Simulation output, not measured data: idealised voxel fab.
The following process module bears the name voxel self aligned vias.
In the cross-section labelled cut, the width is 215 nm and each square cell is 5 nm.
A cross-section is written here as square cells arranged in a grid, and it is given in bands from the top down, each band taking up one or more rows of cells. A band entry consists of two parts. The first gives the height of the band's top and the height of its bottom, in nm. The rest lists the band's materials from left to right, each with its width in nm. A single material labelled with the word "throughout" fills the band from edge to edge, and the word "blank" marks empty space. Height datum 0, below which the as-received substrate wafer is one material. Lowest band open at the bottom, running downward: "0 nm and below". You'd read "30 to 40" like this: the band's top row of cells is as wide as the first number, its bottom row is as wide as the second, and going down, every row changes width by the same amount as the row before did. Reading "nothing altered" for a step: not a cell of the cross-section changed in it. Look at "Entrapped void list" for the closed voids: empty spaces with no open path to the top, sized 8 cells or up. Each is width x height at distance, distance from the left edge, all nm. It should be noted that, on the line of a given step, the content following the step's settings is a remark produced by the simulator itself with respect to that step. overlay nm: step with mask; distance mask lay right of planned place; negative value = left of planned place.
**Process steps - plan**
step 1: RECEIVE (material Si)
step 2: CONFORMAL_DEP (material SiO2; thk nm 15)
step 3: CONFORMAL_DEP (material SiCN; thk nm 5)
step 4: DIRECTIONAL_DEP (material lowk; thk nm 30)
step 5: PATTERN (tone open; mask id LINES; material resist; width nm 30; pitch nm 70; thk nm 15; overlay nm 0)
step 6: DIRECTIONAL_ETCH (etch materials lowk; depth nm 30)
step 7: STRIP (etch materials resist)
step 8: CONFORMAL_DEP (material TiN; thk nm 5)
step 9: FILL_DEP (material W; thk nm 10)
step 10: CMP (height nm 50)
step 11: SELECTIVE_ETCH (etch materials W Ru TiN; depth nm 5)
step 12: FILL_DEP (material SiN; thk nm 5)
step 13: CMP (height nm 50)
step 14: DIRECTIONAL_DEP (material lowk; thk nm 15)
step 15: MASKED_ETCH (tone open; mask id VIAS; width nm 50; pitch nm 70; etch materials lowk; depth nm 15; overlay nm 0)
step 16: MASKED_ETCH (tone open; mask id VIAS; width nm 50; pitch nm 70; etch materials SiN; depth nm 5; overlay nm 0)
step 17: CONFORMAL_DEP (material TiN; thk nm 5)
step 18: FILL_DEP (material W; thk nm 5)
step 19: CMP (height nm 65)
step 20: CONFORMAL_DEP (material SiCN; thk nm 5)
**Step 1 complete: cross-section of the wafer as received**
- 0 nm and below = Si throughout
- Entrapped void list: none
**Final wafer profile in cross-section after the module, from the same start and plan as above, with one mistake made during processing**
- 70 nm to 65 nm = SiCN throughout
- 65 nm to 55 nm = W: 40; TiN: 5; lowk: 50; TiN: 5; W: 10; TiN: 5; lowk: 50; TiN: 5; W: 45
- 55 nm to 50 nm = TiN: 45; lowk: 50; TiN: 20; lowk: 50; TiN: 50
- 50 nm to 45 nm = lowk: 55; SiN: 30; lowk: 40; SiN: 30; lowk: 60
- 45 nm to 25 nm = lowk: 55; TiN: 5; W: 20; TiN: 5; lowk: 40; TiN: 5; W: 20; TiN: 5; lowk: 60
- 25 nm to 20 nm = lowk: 55; TiN: 30; lowk: 40; TiN: 30; lowk: 60
- 20 nm to 15 nm = SiCN throughout
- 15 nm to 0 nm = SiO2 throughout
- 0 nm and below = Si throughout
- Entrapped void list: none
In executing the process, a mistake was made relative to the plan: for step 15, the planned setting was not used; the step was instead run as MASKED_ETCH (tone cover; mask id VIAS; width nm 50; pitch nm 70; etch materials lowk; depth nm 15; overlay nm 0)
